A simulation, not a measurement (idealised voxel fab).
Process module heading - voxel air gaps
Shown is cross-section cut, with a width of 275 nm and square cells of size 5 nm.
Each cross-section below is a grid of square cells, stated as bands in top-down order, with one or more rows of cells making up each band. Top height, bottom height, nm. Materials left to right, width each, nm. Single material + "throughout" = fills band edge to edge. "empty" = empty. Note: height 0 marks the level under which the wafer is uniformly one material as received. Lowest band unbounded below, written "top 0, no bottom". You'd read "30 to 40" like this: the band's top row of cells is as wide as the first number, its bottom row is as wide as the second, and going down, every row changes width by the same amount as the row before did. Where the words "identical to before" appear for a step, the cross-section shows no cell changed by that step; every cell remained as before. The label "Closed cavities" introduces a list of the empty spaces, 8 cells or larger, that have no open way up to the top; each entry in it reads width x height at distance, where the distance is taken from the left edge and all three are stated in nm. Anything after a step's settings on that line? It's the simulator's own note about the step. overlay nm, on a step with a mask: how far to the right of its planned place the mask lay; to the left if negative.

-- These are the steps we planned for the process
- 1: RECEIVE | material Si
- 2: CONFORMAL_DEP | material SiO2 | thk nm 10
- 3: CONFORMAL_DEP | material SiCN | thk nm 5
- 4: DIRECTIONAL_DEP | material SiO2 | thk nm 35
- 5: MASKED_ETCH | tone open | mask id LINES | width nm 20 | pitch nm 45 | etch materials SiO2 | depth nm 35 | overlay nm 0
- 6: CONFORMAL_DEP | material TiN | thk nm 5
- 7: FILL_DEP | material Ru | thk nm 5
- 8: CMP | height nm 50
- 9: EPI | material Ru | thk nm 10
- 10: SELECTIVE_ETCH | etch materials SiO2 | depth nm 45
- 11: CONFORMAL_DEP | material SiCN | thk nm 5

-- The following pertains to the first of two wafers, which was processed as planned

-- as received, after step 1
  top 0, no bottom: Si throughout
  Closed cavities: none

-- The wafer in cross-section once step 2 is complete
  top 10, bottom 0: SiO2 throughout
  Everything below 0 is unchanged.

-- The wafer in cross-section once step 3 is complete
  top 15, bottom 10: SiCN throughout
  Everything below 10 is unchanged.

-- The wafer in cross-section once step 4 is complete
  top 50, bottom 15: SiO2 throughout
  Everything below 15 is unchanged.

-- The wafer in cross-section once step 5 is complete
  top 50, bottom 15: 80 of SiO2; 20 of empty; 25 of SiO2; 20 of empty; 25 of SiO2; 20 of empty; 85 of SiO2
  Everything below 15 is unchanged.

-- The wafer in cross-section once step 6 is complete
  top 55, bottom 50: 85 of TiN; 10 of empty; 35 of TiN; 10 of empty; 35 of TiN; 10 of empty; 90 of TiN
  top 50, bottom 20: 80 of SiO2; 5 of TiN; 10 of empty; 5 of TiN; 25 of SiO2; 5 of TiN; 10 of empty; 5 of TiN; 25 of SiO2; 5 of TiN; 10 of empty; 5 of TiN; 85 of SiO2
  top 20, bottom 15: 80 of SiO2; 20 of TiN; 25 of SiO2; 20 of TiN; 25 of SiO2; 20 of TiN; 85 of SiO2
  Everything below 15 is unchanged.

-- The wafer in cross-section once step 7 is complete
  top 60, bottom 55: Ru throughout
  top 55, bottom 50: 85 of TiN; 10 of Ru; 35 of TiN; 10 of Ru; 35 of TiN; 10 of Ru; 90 of TiN
  top 50, bottom 20: 80 of SiO2; 5 of TiN; 10 of Ru; 5 of TiN; 25 of SiO2; 5 of TiN; 10 of Ru; 5 of TiN; 25 of SiO2; 5 of TiN; 10 of Ru; 5 of TiN; 85 of SiO2
  Everything below 20 is unchanged.

-- The wafer in cross-section once step 8 is complete
  top 50, bottom 20: 80 of SiO2; 5 of TiN; 10 of Ru; 5 of TiN; 25 of SiO2; 5 of TiN; 10 of Ru; 5 of TiN; 25 of SiO2; 5 of TiN; 10 of Ru; 5 of TiN; 85 of SiO2
  Everything below 20 is unchanged.

-- The wafer in cross-section once step 9 is complete
  top 60, bottom 50: 70 of empty; 40 of Ru; 5 of empty; 40 of Ru; 5 of empty; 40 of Ru; 75 of empty
  Everything below 50 is unchanged.

-- The wafer in cross-section once step 10 is complete
  top 60, bottom 50: 70 of empty; 40 of Ru; 5 of empty; 40 of Ru; 5 of empty; 40 of Ru; 75 of empty
  top 50, bottom 20: 80 of empty; 5 of TiN; 10 of Ru; 5 of TiN; 25 of empty; 5 of TiN; 10 of Ru; 5 of TiN; 25 of empty; 5 of TiN; 10 of Ru; 5 of TiN; 85 of empty
  top 20, bottom 15: 80 of empty; 20 of TiN; 25 of empty; 20 of TiN; 25 of empty; 20 of TiN; 85 of empty
  Everything below 15 is unchanged.

-- The wafer in cross-section once step 11 is complete
  top 65, bottom 60: 65 of empty; 140 of SiCN; 70 of empty
  top 60, bottom 50: 65 of empty; 5 of SiCN; 40 of Ru; 5 of SiCN; 40 of Ru; 5 of SiCN; 40 of Ru; 5 of SiCN; 70 of empty
  top 50, bottom 45: 65 of empty; 15 of SiCN; 5 of TiN; 10 of Ru; 5 of TiN; 25 of SiCN; 5 of TiN; 10 of Ru; 5 of TiN; 25 of SiCN; 5 of TiN; 10 of Ru; 5 of TiN; 15 of SiCN; 70 of empty
  top 45, bottom 20: 75 of empty; 5 of SiCN; 5 of TiN; 10 of Ru; 5 of TiN; 5 of SiCN; 15 of empty; 5 of SiCN; 5 of TiN; 10 of Ru; 5 of TiN; 5 of SiCN; 15 of empty; 5 of SiCN; 5 of TiN; 10 of Ru; 5 of TiN; 5 of SiCN; 80 of empty
  top 20, bottom 15: 80 of SiCN; 20 of TiN; 25 of SiCN; 20 of TiN; 25 of SiCN; 20 of TiN; 85 of SiCN
  Everything below 15 is unchanged.
  Closed cavities: 15 x 25 at 105; 15 x 25 at 150

-- Here the second wafer is described. Its start and its plan were those of the first wafer. Its run contained one mistake. Up to and including step 4, it did exactly what the first wafer did

-- Second wafer, cut view, end of step 5 per plan
  top 50, bottom 15: 70 of SiO2; 20 of empty; 25 of SiO2; 20 of empty; 25 of SiO2; 20 of empty; 95 of SiO2
  Everything below 15 is unchanged.

-- Second wafer, cut view, end of step 6 per plan
  top 55, bottom 50: 75 of TiN; 10 of empty; 35 of TiN; 10 of empty; 35 of TiN; 10 of empty; 100 of TiN
  top 50, bottom 20: 70 of SiO2; 5 of TiN; 10 of empty; 5 of TiN; 25 of SiO2; 5 of TiN; 10 of empty; 5 of TiN; 25 of SiO2; 5 of TiN; 10 of empty; 5 of TiN; 95 of SiO2
  top 20, bottom 15: 70 of SiO2; 20 of TiN; 25 of SiO2; 20 of TiN; 25 of SiO2; 20 of TiN; 95 of SiO2
  Everything below 15 is unchanged.

-- Second wafer, cut view, end of step 7 per plan
  top 60, bottom 55: Ru throughout
  top 55, bottom 50: 75 of TiN; 10 of Ru; 35 of TiN; 10 of Ru; 35 of TiN; 10 of Ru; 100 of TiN
  top 50, bottom 20: 70 of SiO2; 5 of TiN; 10 of Ru; 5 of TiN; 25 of SiO2; 5 of TiN; 10 of Ru; 5 of TiN; 25 of SiO2; 5 of TiN; 10 of Ru; 5 of TiN; 95 of SiO2
  Everything below 20 is unchanged.

-- Second wafer, cut view, end of step 8 per plan
  top 50, bottom 20: 70 of SiO2; 5 of TiN; 10 of Ru; 5 of TiN; 25 of SiO2; 5 of TiN; 10 of Ru; 5 of TiN; 25 of SiO2; 5 of TiN; 10 of Ru; 5 of TiN; 95 of SiO2
  Everything below 20 is unchanged.

-- Second wafer, cut view, end of step 9 per plan
  top 60, bottom 50: 60 of empty; 40 of Ru; 5 of empty; 40 of Ru; 5 of empty; 40 of Ru; 85 of empty
  Everything below 50 is unchanged.

-- Second wafer, cut view, end of step 10 per plan
  top 60, bottom 50: 60 of empty; 40 of Ru; 5 of empty; 40 of Ru; 5 of empty; 40 of Ru; 85 of empty
  top 50, bottom 20: 70 of empty; 5 of TiN; 10 of Ru; 5 of TiN; 25 of empty; 5 of TiN; 10 of Ru; 5 of TiN; 25 of empty; 5 of TiN; 10 of Ru; 5 of TiN; 95 of empty
  top 20, bottom 15: 70 of empty; 20 of TiN; 25 of empty; 20 of TiN; 25 of empty; 20 of TiN; 95 of empty
  Everything below 15 is unchanged.

-- Second wafer, cut view, end of step 11 per plan
  top 65, bottom 60: 55 of empty; 140 of SiCN; 80 of empty
  top 60, bottom 50: 55 of empty; 5 of SiCN; 40 of Ru; 5 of SiCN; 40 of Ru; 5 of SiCN; 40 of Ru; 5 of SiCN; 80 of empty
  top 50, bottom 45: 55 of empty; 15 of SiCN; 5 of TiN; 10 of Ru; 5 of TiN; 25 of SiCN; 5 of TiN; 10 of Ru; 5 of TiN; 25 of SiCN; 5 of TiN; 10 of Ru; 5 of TiN; 15 of SiCN; 80 of empty
  top 45, bottom 20: 65 of empty; 5 of SiCN; 5 of TiN; 10 of Ru; 5 of TiN; 5 of SiCN; 15 of empty; 5 of SiCN; 5 of TiN; 10 of Ru; 5 of TiN; 5 of SiCN; 15 of empty; 5 of SiCN; 5 of TiN; 10 of Ru; 5 of TiN; 5 of SiCN; 90 of empty
  top 20, bottom 15: 70 of SiCN; 20 of TiN; 25 of SiCN; 20 of TiN; 25 of SiCN; 20 of TiN; 95 of SiCN
  Everything below 15 is unchanged.
  Closed cavities: 15 x 25 at 95; 15 x 25 at 140
The plan and the run diverged here: heads up, step 5 didn't go per plan, it actually ran as MASKED_ETCH | tone open | mask id LINES | width nm 20 | pitch nm 45 | etch materials SiO2 | depth nm 35 | overlay nm -10
The two final wafers agree on how many cells each material fills and disagree on which cells those are.
